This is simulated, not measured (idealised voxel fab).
Process module name: voxel transistor to metal
Displayed cross-section: cut, width of 285 nm, square cells sized 5 nm.
A cross-section is a grid of square cells, given in bands from the top down. A band is one or more rows of cells.
Basically the band line says how high the top is and how high the bottom is, in nm, and then what's in it from left to right, every material with its width in nm. Empty space shows up as "blank", and if a single material carries "all across" it runs the full band edge to edge.
The reference from which all heights are counted is 0, the level beneath which the as-received wafer is entirely one material; the lowest band, having no lower bound, proceeds downward and is written after the example "0 down".
Read "30 to 40" as a graded width: first number on top, second number at the bottom, same change between each pair of neighbouring rows.
No cell of the cross-section changed in a step that is given as "no alterations made".
You'll see "Completely sealed voids" listing empty spaces that have no way open to the top, as long as they're 8 cells or more; the notation is width x height at distance, where the distance is from the left edge, and all of it is in nm.
Where a step's line continues beyond its settings, the continuation is a remark by the simulator itself on that step.
overlay nm: how far to the right of its planned place the mask lay on this masked step (negative: to the left).

Here's what the planned process steps look like:
step 1: RECEIVE: material Si
step 2: OXIDIZE: depth nm 5
step 3: CONFORMAL_DEP: material SiN, thk nm 15
step 4: DIRECTIONAL_DEP: material aC, thk nm 15
step 5: PATTERN: tone cover, mask id ACTIVE, material resist, width nm 100, pitch nm 120, thk nm 35, overlay nm 0
step 6: DIRECTIONAL_ETCH: etch materials aC, depth nm 15
step 7: STRIP: etch materials resist
step 8: DIRECTIONAL_ETCH: etch materials SiN, depth nm 15
step 9: DIRECTIONAL_ETCH: etch materials SiO2, depth nm 5
step 10: DIRECTIONAL_ETCH: etch materials Si, depth nm 30
step 11: STRIP: etch materials aC
step 12: OXIDIZE: depth nm 5
step 13: FILL_DEP: material SiO2, thk nm 15
step 14: CMP: height nm 15
step 15: SELECTIVE_ETCH: etch materials SiO2, depth nm 10
step 16: STRIP: etch materials SiN
step 17: SELECTIVE_ETCH: etch materials SiO2, depth nm 5
step 18: OXIDIZE: depth nm 5
step 19: DIRECTIONAL_DEP: material polySi, thk nm 30
step 20: DIRECTIONAL_DEP: material SiCN, thk nm 10
step 21: MASKED_ETCH: tone cover, mask id GATE, width nm 30, pitch nm 120, etch materials SiCN, depth nm 20, overlay nm 0
step 22: MASKED_ETCH: tone cover, mask id GATE, width nm 30, pitch nm 120, etch materials polySi, depth nm 40, overlay nm 0
step 23: CONFORMAL_DEP: material SiO2, thk nm 5
step 24: DIRECTIONAL_ETCH: etch materials SiO2, depth nm 5
step 25: CONFORMAL_DEP: material SiN, thk nm 5
step 26: DIRECTIONAL_ETCH: etch materials SiN, depth nm 5
step 27: DIRECTIONAL_ETCH: etch materials SiO2, depth nm 5
step 28: DIRECTIONAL_ETCH: etch materials Si, depth nm 5
step 29: EPI: material SiGe, thk nm 5
step 30: FILL_DEP: material SiO2, thk nm 10
step 31: CMP: height nm 25
step 32: STRIP: etch materials polySi
step 33: SELECTIVE_ETCH: etch materials SiO2, depth nm 5
step 34: CONFORMAL_DEP: material HfO2, thk nm 5
step 35: CONFORMAL_DEP: material TiN, thk nm 5
step 36: FILL_DEP: material W, thk nm 10
step 37: CMP: height nm 20
step 38: DIRECTIONAL_DEP: material SiO2, thk nm 15
step 39: PATTERN: tone open, mask id CONTACT, material resist, width nm 15, thk nm 15, overlay nm 0
step 40: DIRECTIONAL_ETCH: etch materials SiO2, depth nm 45
step 41: STRIP: etch materials resist
step 42: CONFORMAL_DEP: material TiN, thk nm 5
step 43: FILL_DEP: material W, thk nm 5
step 44: CMP: height nm 35
step 45: DIRECTIONAL_DEP: material TiN, thk nm 5
step 46: DIRECTIONAL_DEP: material Ru, thk nm 25
step 47: MASKED_ETCH: tone cover, mask id METAL_1, width nm 15, etch materials Ru, depth nm 25, overlay nm 0
step 48: MASKED_ETCH: tone cover, mask id METAL_1, width nm 15, etch materials TiN, depth nm 5, overlay nm 0
step 49: FILL_DEP: material SiO2, thk nm 5
step 50: CMP: height nm 65
step 51: CONFORMAL_DEP: material SiN, thk nm 5

Cross-section of the wafer upon arrival, representing the state reached after step 1:
0 down  Si all across
Completely sealed voids: none

The first of two wafers, cross-sectioned at the end of the module, with the run proceeding as planned:
70 to 65  SiN all across
65 to 40  SiO2 (35)  Ru (15)  SiO2 (60)  Ru (15)  SiO2 (30)  Ru (15)  SiO2 (60)  Ru (15)  SiO2 (40)
40 to 35  SiO2 (35)  TiN (15)  SiO2 (60)  TiN (15)  SiO2 (30)  TiN (15)  SiO2 (60)  TiN (15)  SiO2 (40)
35 to 20  SiO2 (35)  TiN (5)  W (5)  TiN (5)  SiO2 (60)  TiN (5)  W (5)  TiN (5)  SiO2 (30)  TiN (5)  W (5)  TiN (5)  SiO2 (60)  TiN (5)  W (5)  TiN (5)  SiO2 (40)
20 to 0  SiO2 (35)  TiN (5)  W (5)  TiN (5)  SiO2 (5)  SiN (5)  HfO2 (5)  TiN (5)  W (20)  TiN (5)  HfO2 (5)  SiN (5)  SiO2 (5)  TiN (5)  W (5)  TiN (5)  SiO2 (30)  TiN (5)  W (5)  TiN (5)  SiO2 (5)  SiN (5)  HfO2 (5)  TiN (5)  W (20)  TiN (5)  HfO2 (5)  SiN (5)  SiO2 (5)  TiN (5)  W (5)  TiN (5)  SiO2 (40)
0 to -5  SiO2 (30)  SiN (5)  TiN (5)  W (5)  TiN (5)  SiO2 (5)  SiN (5)  HfO2 (5)  TiN (30)  HfO2 (5)  SiN (5)  SiO2 (5)  TiN (5)  W (5)  TiN (5)  SiN (5)  SiO2 (20)  SiN (5)  TiN (5)  W (5)  TiN (5)  SiO2 (5)  SiN (5)  HfO2 (5)  TiN (30)  HfO2 (5)  SiN (5)  SiO2 (5)  TiN (5)  W (5)  TiN (5)  SiN (5)  SiO2 (35)
-5 to -10  SiO2 (35)  TiN (15)  SiGe (5)  SiO2 (5)  HfO2 (40)  SiO2 (5)  SiGe (5)  TiN (15)  SiO2 (30)  TiN (15)  SiGe (5)  SiO2 (5)  HfO2 (40)  SiO2 (5)  SiGe (5)  TiN (15)  SiO2 (40)
-10 to -15  SiO2 (35)  SiGe (20)  Si (50)  SiGe (20)  SiO2 (30)  SiGe (20)  Si (50)  SiGe (20)  SiO2 (40)
-15 to -40  SiO2 (35)  Si (90)  SiO2 (30)  Si (90)  SiO2 (40)
-40 down  Si all across
Completely sealed voids: none

Cross-section of the latter of the two wafers at module completion. It had an identical start and an identical plan to the former; in running it, one mistake was made:
70 to 65  SiN all across
65 to 40  SiO2 (35)  Ru (15)  SiO2 (60)  Ru (15)  SiO2 (30)  Ru (15)  SiO2 (60)  Ru (15)  SiO2 (40)
40 to 35  SiO2 (35)  TiN (15)  SiO2 (60)  TiN (15)  SiO2 (30)  TiN (15)  SiO2 (60)  TiN (15)  SiO2 (40)
35 to 20  SiO2 (35)  TiN (5)  W (5)  TiN (5)  SiO2 (60)  TiN (5)  W (5)  TiN (5)  SiO2 (30)  TiN (5)  W (5)  TiN (5)  SiO2 (60)  TiN (5)  W (5)  TiN (5)  SiO2 (40)
20 to 0  SiO2 (35)  TiN (5)  W (5)  TiN (5)  SiO2 (5)  SiN (5)  TiN (5)  HfO2 (5)  W (20)  HfO2 (5)  TiN (5)  SiN (5)  SiO2 (5)  TiN (5)  W (5)  TiN (5)  SiO2 (30)  TiN (5)  W (5)  TiN (5)  SiO2 (5)  SiN (5)  TiN (5)  HfO2 (5)  W (20)  HfO2 (5)  TiN (5)  SiN (5)  SiO2 (5)  TiN (5)  W (5)  TiN (5)  SiO2 (40)
0 to -5  SiO2 (30)  SiN (5)  TiN (5)  W (5)  TiN (5)  SiO2 (5)  SiN (5)  TiN (5)  HfO2 (30)  TiN (5)  SiN (5)  SiO2 (5)  TiN (5)  W (5)  TiN (5)  SiN (5)  SiO2 (20)  SiN (5)  TiN (5)  W (5)  TiN (5)  SiO2 (5)  SiN (5)  TiN (5)  HfO2 (30)  TiN (5)  SiN (5)  SiO2 (5)  TiN (5)  W (5)  TiN (5)  SiN (5)  SiO2 (35)
-5 to -10  SiO2 (35)  TiN (15)  SiGe (5)  SiO2 (5)  TiN (40)  SiO2 (5)  SiGe (5)  TiN (15)  SiO2 (30)  TiN (15)  SiGe (5)  SiO2 (5)  TiN (40)  SiO2 (5)  SiGe (5)  TiN (15)  SiO2 (40)
-10 to -15  SiO2 (35)  SiGe (20)  Si (50)  SiGe (20)  SiO2 (30)  SiGe (20)  Si (50)  SiGe (20)  SiO2 (40)
-15 to -40  SiO2 (35)  Si (90)  SiO2 (30)  Si (90)  SiO2 (40)
-40 down  Si all across
Completely sealed voids: none
Deviation from plan: swap of plan steps 34 and 35 during execution
Final wafer comparison in cells, second versus first, more or fewer per material: -8 HfO2 | +8 TiN
